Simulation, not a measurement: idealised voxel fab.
process module | voxel gate over fins
The cross-section on display is named cut; it measures 240 nm wide, and its cells are 5 nm squares.
When this document writes out a cross-section, it uses a grid of square cells and lists it as bands, beginning at the top and moving down, with a band standing for one or more rows of cells.
Band: top and bottom heights (nm) first, top before bottom; then materials from left to right, widths in nm. "edge to edge" marks a sole material filling the band edge to edge. "blank" denotes empty space.
The reference from which all heights are counted is 0, the level beneath which the as-received wafer is entirely one material; the lowest band, having no lower bound, proceeds downward and is written after the example "0 nm and below".
When a width is written as two numbers, as in "30..40", the first number is the width in the top row of cells of the band and the second is the width in its bottom row, and the width changes by the same amount from each row to the next.
What does "no change" mean for a step? It means no cell of the cross-section changed in that step.
"Fully sealed cavities" enumerates empty spaces isolated from the top, with no open way to it, that contain at least 8 cells, giving each as width x height at distance from the left edge, all three in nm.
That trailing text on a step's line, after the settings, is the simulator's own remark on the step.
Regarding "overlay nm": on a step with a mask, it is the distance the mask lay to the right of its planned place; a negative value places it to the left.
# The steps planned for the process are as follows
1 RECEIVE: material Si
2 CONFORMAL_DEP: material SiN, thk nm 5
3 MASKED_ETCH: tone cover, mask id FINS, width nm 15, pitch nm 40, etch materials SiN, depth nm 5, overlay nm 0
4 MASKED_ETCH: tone cover, mask id FINS, width nm 15, pitch nm 40, etch materials Si, depth nm 40, overlay nm 0
5 OXIDIZE: depth nm 5
6 FILL_DEP: material SiO2, thk nm 15
7 CMP: height nm 5
8 SELECTIVE_ETCH: etch materials SiO2, depth nm 15
9 STRIP: etch materials SiN
10 CONFORMAL_DEP: material HfO2, thk nm 5
11 CONFORMAL_DEP: material TiN, thk nm 5
12 FILL_DEP: material W, thk nm 10
13 CMP: height nm 15
14 CONFORMAL_DEP: material SiCN, thk nm 5
# Wafer, first of two, run as planned
# Delivered wafer in cross-section: state after step 1
  0 nm and below = Si edge to edge
  Fully sealed cavities: none
# Take a look at the wafer's cross-section after step 2
  5 nm to 0 nm = SiN edge to edge
  Below a height of 0, the structure has not been altered.
# Take a look at the wafer's cross-section after step 3
  5 nm to 0 nm = 50 blank | 15 SiN | 25 blank | 15 SiN | 25 blank | 15 SiN | 25 blank | 15 SiN | 55 blank
  Below a height of 0, the structure has not been altered.
# Take a look at the wafer's cross-section after step 4
  5 nm to 0 nm = 50 blank | 15 SiN | 25 blank | 15 SiN | 25 blank | 15 SiN | 25 blank | 15 SiN | 55 blank
  0 nm to -40 nm = 50 blank | 15 Si | 25 blank | 15 Si | 25 blank | 15 Si | 25 blank | 15 Si | 55 blank
  Below a height of -40, the structure has not been altered.
# Take a look at the wafer's cross-section after step 5
  5 nm to 0 nm = 50 blank | 15 SiN | 25 blank | 15 SiN | 25 blank | 15 SiN | 25 blank | 15 SiN | 55 blank
  0 nm to -40 nm = 50 blank | 5 SiO2 | 5 Si | 5 SiO2 | 25 blank | 5 SiO2 | 5 Si | 5 SiO2 | 25 blank | 5 SiO2 | 5 Si | 5 SiO2 | 25 blank | 5 SiO2 | 5 Si | 5 SiO2 | 55 blank
  -40 nm to -45 nm = 55 SiO2 | 5 Si | 35 SiO2 | 5 Si | 35 SiO2 | 5 Si | 35 SiO2 | 5 Si | 60 SiO2
  Below a height of -45, the structure has not been altered.
# Take a look at the wafer's cross-section after step 6
  20 nm to 5 nm = SiO2 edge to edge
  5 nm to 0 nm = 50 SiO2 | 15 SiN | 25 SiO2 | 15 SiN | 25 SiO2 | 15 SiN | 25 SiO2 | 15 SiN | 55 SiO2
  0 nm to -45 nm = 55 SiO2 | 5 Si | 35 SiO2 | 5 Si | 35 SiO2 | 5 Si | 35 SiO2 | 5 Si | 60 SiO2
  Below a height of -45, the structure has not been altered.
# Take a look at the wafer's cross-section after step 7
  5 nm to 0 nm = 50 SiO2 | 15 SiN | 25 SiO2 | 15 SiN | 25 SiO2 | 15 SiN | 25 SiO2 | 15 SiN | 55 SiO2
  Below a height of 0, the structure has not been altered.
# Take a look at the wafer's cross-section after step 8
  5 nm to 0 nm = 50 blank | 15 SiN | 25 blank | 15 SiN | 25 blank | 15 SiN | 25 blank | 15 SiN | 55 blank
  0 nm to -10 nm = 55 blank | 5 Si | 35 blank | 5 Si | 35 blank | 5 Si | 35 blank | 5 Si | 60 blank
  Below a height of -10, the structure has not been altered.
# Take a look at the wafer's cross-section after step 9
  0 nm to -10 nm = 55 blank | 5 Si | 35 blank | 5 Si | 35 blank | 5 Si | 35 blank | 5 Si | 60 blank
  Below a height of -10, the structure has not been altered.
# Take a look at the wafer's cross-section after step 10
  5 nm to 0 nm = 50 blank | 15 HfO2 | 25 blank | 15 HfO2 | 25 blank | 15 HfO2 | 25 blank | 15 HfO2 | 55 blank
  0 nm to -5 nm = 50 blank | 5 HfO2 | 5 Si | 5 HfO2 | 25 blank | 5 HfO2 | 5 Si | 5 HfO2 | 25 blank | 5 HfO2 | 5 Si | 5 HfO2 | 25 blank | 5 HfO2 | 5 Si | 5 HfO2 | 55 blank
  -5 nm to -10 nm = 55 HfO2 | 5 Si | 35 HfO2 | 5 Si | 35 HfO2 | 5 Si | 35 HfO2 | 5 Si | 60 HfO2
  Below a height of -10, the structure has not been altered.
# Take a look at the wafer's cross-section after step 11
  10 nm to 5 nm = 45 blank | 25 TiN | 15 blank | 25 TiN | 15 blank | 25 TiN | 15 blank | 25 TiN | 50 blank
  5 nm to 0 nm = 45 blank | 5 TiN | 15 HfO2 | 5 TiN | 15 blank | 5 TiN | 15 HfO2 | 5 TiN | 15 blank | 5 TiN | 15 HfO2 | 5 TiN | 15 blank | 5 TiN | 15 HfO2 | 5 TiN | 50 blank
  0 nm to -5 nm = 50 TiN | 5 HfO2 | 5 Si | 5 HfO2 | 25 TiN | 5 HfO2 | 5 Si | 5 HfO2 | 25 TiN | 5 HfO2 | 5 Si | 5 HfO2 | 25 TiN | 5 HfO2 | 5 Si | 5 HfO2 | 55 TiN
  Below a height of -5, the structure has not been altered.
# Take a look at the wafer's cross-section after step 12
  20 nm to 10 nm = W edge to edge
  10 nm to 5 nm = 45 W | 25 TiN | 15 W | 25 TiN | 15 W | 25 TiN | 15 W | 25 TiN | 50 W
  5 nm to 0 nm = 45 W | 5 TiN | 15 HfO2 | 5 TiN | 15 W | 5 TiN | 15 HfO2 | 5 TiN | 15 W | 5 TiN | 15 HfO2 | 5 TiN | 15 W | 5 TiN | 15 HfO2 | 5 TiN | 50 W
  Below a height of 0, the structure has not been altered.
# Take a look at the wafer's cross-section after step 13
  15 nm to 10 nm = W edge to edge
  Below a height of 10, the structure has not been altered.
# Take a look at the wafer's cross-section after step 14
  20 nm to 15 nm = SiCN edge to edge
  Below a height of 15, the structure has not been altered.
# Wafer two. Same start, same plan, one slip in execution. Same as wafer one through step 3, inclusive
# Cross-section of the second wafer at the time by which step 4 should have been completed according to the plan
  5 nm to 0 nm = 50 blank | 15 SiN | 25 blank | 15 SiN | 25 blank | 15 SiN | 25 blank | 15 SiN | 55 blank
  0 nm to -40 nm = 40 blank | 25 Si | 15 blank | 25 Si | 15 blank | 25 Si | 15 blank | 25 Si | 55 blank
  Below a height of -40, the structure has not been altered.
# Cross-section of the second wafer at the time by which step 5 should have been completed according to the plan
  5 nm to 0 nm = 50 blank | 15 SiN | 25 blank | 15 SiN | 25 blank | 15 SiN | 25 blank | 15 SiN | 55 blank
  0 nm to -5 nm = 40 blank | 15 SiO2 | 5 Si | 5 SiO2 | 15 blank | 15 SiO2 | 5 Si | 5 SiO2 | 15 blank | 15 SiO2 | 5 Si | 5 SiO2 | 15 blank | 15 SiO2 | 5 Si | 5 SiO2 | 55 blank
  -5 nm to -40 nm = 40 blank | 5 SiO2 | 15 Si | 5 SiO2 | 15 blank | 5 SiO2 | 15 Si | 5 SiO2 | 15 blank | 5 SiO2 | 15 Si | 5 SiO2 | 15 blank | 5 SiO2 | 15 Si | 5 SiO2 | 55 blank
  -40 nm to -45 nm = 45 SiO2 | 15 Si | 25 SiO2 | 15 Si | 25 SiO2 | 15 Si | 25 SiO2 | 15 Si | 60 SiO2
  Below a height of -45, the structure has not been altered.
# Cross-section of the second wafer at the time by which step 6 should have been completed according to the plan
  20 nm to 5 nm = SiO2 edge to edge
  5 nm to 0 nm = 50 SiO2 | 15 SiN | 25 SiO2 | 15 SiN | 25 SiO2 | 15 SiN | 25 SiO2 | 15 SiN | 55 SiO2
  0 nm to -5 nm = 55 SiO2 | 5 Si | 35 SiO2 | 5 Si | 35 SiO2 | 5 Si | 35 SiO2 | 5 Si | 60 SiO2
  -5 nm to -45 nm = 45 SiO2 | 15 Si | 25 SiO2 | 15 Si | 25 SiO2 | 15 Si | 25 SiO2 | 15 Si | 60 SiO2
  Below a height of -45, the structure has not been altered.
# Cross-section of the second wafer at the time by which step 7 should have been completed according to the plan
  5 nm to 0 nm = 50 SiO2 | 15 SiN | 25 SiO2 | 15 SiN | 25 SiO2 | 15 SiN | 25 SiO2 | 15 SiN | 55 SiO2
  Below a height of 0, the structure has not been altered.
# Cross-section of the second wafer at the time by which step 8 should have been completed according to the plan
  5 nm to 0 nm = 50 blank | 15 SiN | 25 blank | 15 SiN | 25 blank | 15 SiN | 25 blank | 15 SiN | 55 blank
  0 nm to -10 nm = 55..45 blank | 5..15 Si | 35..25 blank | 5..15 Si | 35..25 blank | 5..15 Si | 35..25 blank | 5..15 Si | 60 blank
  Below a height of -10, the structure has not been altered.
# Cross-section of the second wafer at the time by which step 9 should have been completed according to the plan
  0 nm to -10 nm = 55..45 blank | 5..15 Si | 35..25 blank | 5..15 Si | 35..25 blank | 5..15 Si | 35..25 blank | 5..15 Si | 60 blank
  Below a height of -10, the structure has not been altered.
# Cross-section of the second wafer at the time by which step 10 should have been completed according to the plan
  5 nm to 0 nm = 50 blank | 15 HfO2 | 25 blank | 15 HfO2 | 25 blank | 15 HfO2 | 25 blank | 15 HfO2 | 55 blank
  0 nm to -5 nm = 40 blank | 15 HfO2 | 5 Si | 5 HfO2 | 15 blank | 15 HfO2 | 5 Si | 5 HfO2 | 15 blank | 15 HfO2 | 5 Si | 5 HfO2 | 15 blank | 15 HfO2 | 5 Si | 5 HfO2 | 55 blank
  -5 nm to -10 nm = 45 HfO2 | 15 Si | 25 HfO2 | 15 Si | 25 HfO2 | 15 Si | 25 HfO2 | 15 Si | 60 HfO2
  Below a height of -10, the structure has not been altered.
# Cross-section of the second wafer at the time by which step 11 should have been completed according to the plan
  10 nm to 5 nm = 45 blank | 25 TiN | 15 blank | 25 TiN | 15 blank | 25 TiN | 15 blank | 25 TiN | 50 blank
  5 nm to 0 nm = 35 blank | 15 TiN | 15 HfO2 | 5 TiN | 5 blank | 15 TiN | 15 HfO2 | 5 TiN | 5 blank | 15 TiN | 15 HfO2 | 5 TiN | 5 blank | 15 TiN | 15 HfO2 | 5 TiN | 50 blank
  0 nm to -5 nm = 40 TiN | 15 HfO2 | 5 Si | 5 HfO2 | 15 TiN | 15 HfO2 | 5 Si | 5 HfO2 | 15 TiN | 15 HfO2 | 5 Si | 5 HfO2 | 15 TiN | 15 HfO2 | 5 Si | 5 HfO2 | 55 TiN
  Below a height of -5, the structure has not been altered.
# Cross-section of the second wafer at the time by which step 12 should have been completed according to the plan
  20 nm to 10 nm = W edge to edge
  10 nm to 5 nm = 45 W | 25 TiN | 15 W | 25 TiN | 15 W | 25 TiN | 15 W | 25 TiN | 50 W
  5 nm to 0 nm = 35 W | 15 TiN | 15 HfO2 | 5 TiN | 5 W | 15 TiN | 15 HfO2 | 5 TiN | 5 W | 15 TiN | 15 HfO2 | 5 TiN | 5 W | 15 TiN | 15 HfO2 | 5 TiN | 50 W
  Below a height of 0, the structure has not been altered.
# Cross-section of the second wafer at the time by which step 13 should have been completed according to the plan
  15 nm to 10 nm = W edge to edge
  Below a height of 10, the structure has not been altered.
# Cross-section of the second wafer at the time by which step 14 should have been completed according to the plan
  20 nm to 15 nm = SiCN edge to edge
  Below a height of 15, the structure has not been altered.
So what did we get wrong on this run? step 4 deviated from plan and actually ran as MASKED_ETCH: tone cover, mask id FINS, width nm 15, pitch nm 40, etch materials Si, depth nm 40, overlay nm -10
End check, counted in cells, second wafer has more or fewer of these materials than the first: Si: 64 more; SiO2: 56 fewer; W: 8 fewer
